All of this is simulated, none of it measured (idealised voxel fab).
Process module name: voxel double patterning
The width of the displayed cross-section, cut, is 165 nm; its cells are square, with a size of 5 nm.
The cross-sections in this document take the form of a grid made of square cells. They are written out as bands, in order from top to bottom. Each band consists of one or more rows of cells. Heights first: top, then bottom, in nm. Then materials, left to right, each with a width in nm. "edge to edge" on a single material: fills the band edge to edge. "air": empty space. It should be noted that heights are counted from 0, beneath which the wafer as supplied is of one material throughout, and that the lowest band possesses no lower boundary but continues downward, as written in "0 nm and below". The expression "30..40" gives the width at the extremes of the band, the first number at its top row of cells and the second at its bottom row, with the width changing by equal amounts from each row to the next in between. What does "no modifications" mean for a step? It means no cell of the cross-section changed in that step. Heads up: "Enclosed void catalog" only lists the empty pockets with no open path to the top that are 8 cells or more, and it writes them as width x height at distance, distance from the left edge, in nm. Text after the settings on a step's line: the simulator's own remark on that step. The optional step-line setting "overlay nm" applies to steps with a mask and quantifies how far to the right of its planned location the mask lay, a negative value indicating leftward placement.

# The steps planned for the process are as follows
| 1 | RECEIVE,material Si |
| 2 | CONFORMAL_DEP,material SiN,thk nm 5 |
| 3 | DIRECTIONAL_DEP,material SiO2,thk nm 15 |
| 4 | DIRECTIONAL_DEP,material SiCN,thk nm 5 |
| 5 | DIRECTIONAL_DEP,material aC,thk nm 15 |
| 6 | PATTERN,tone open,mask id FIRST,material resist,width nm 15,pitch nm 50,thk nm 35,overlay nm 0 |
| 7 | DIRECTIONAL_ETCH,etch materials aC,depth nm 15 |
| 8 | STRIP,etch materials resist |
| 9 | DIRECTIONAL_ETCH,etch materials SiCN,depth nm 5 |
| 10 | STRIP,etch materials aC |
| 11 | DIRECTIONAL_DEP,material aC,thk nm 15 |
| 12 | PATTERN,tone open,mask id SECOND,material resist,width nm 15,thk nm 35,overlay nm 0 |
| 13 | DIRECTIONAL_ETCH,etch materials aC,depth nm 15 |
| 14 | STRIP,etch materials resist |
| 15 | DIRECTIONAL_ETCH,etch materials SiCN,depth nm 5 |
| 16 | STRIP,etch materials aC |
| 17 | DIRECTIONAL_ETCH,etch materials SiO2,depth nm 15 |
| 18 | STRIP,etch materials SiCN |

# Received-state cross-section, reflecting completion of step 1
	0 nm and below | Si edge to edge
	Enclosed void catalog: none

# First wafer of two, sectioned at end of module; run went per plan
	20 nm to 5 nm | SiO2=50; air=15; SiO2=10; air=15; SiO2=10; air=15; SiO2=50
	5 nm to 0 nm | SiN edge to edge
	0 nm and below | Si edge to edge
	Enclosed void catalog: none

# Module end: cross-section of wafer two of two. Same start and process plan as the first wafer. One mistake during execution
	20 nm to 15 nm | SiN edge to edge
	15 nm to 0 nm | SiO2 edge to edge
	0 nm and below | Si edge to edge
	Enclosed void catalog: none
Plan not followed: steps 2 and 3 traded places in the executed sequence
Upon completion, the second wafer contains, in terms of cells, a greater or smaller amount of certain materials than the first wafer: SiO2 +27
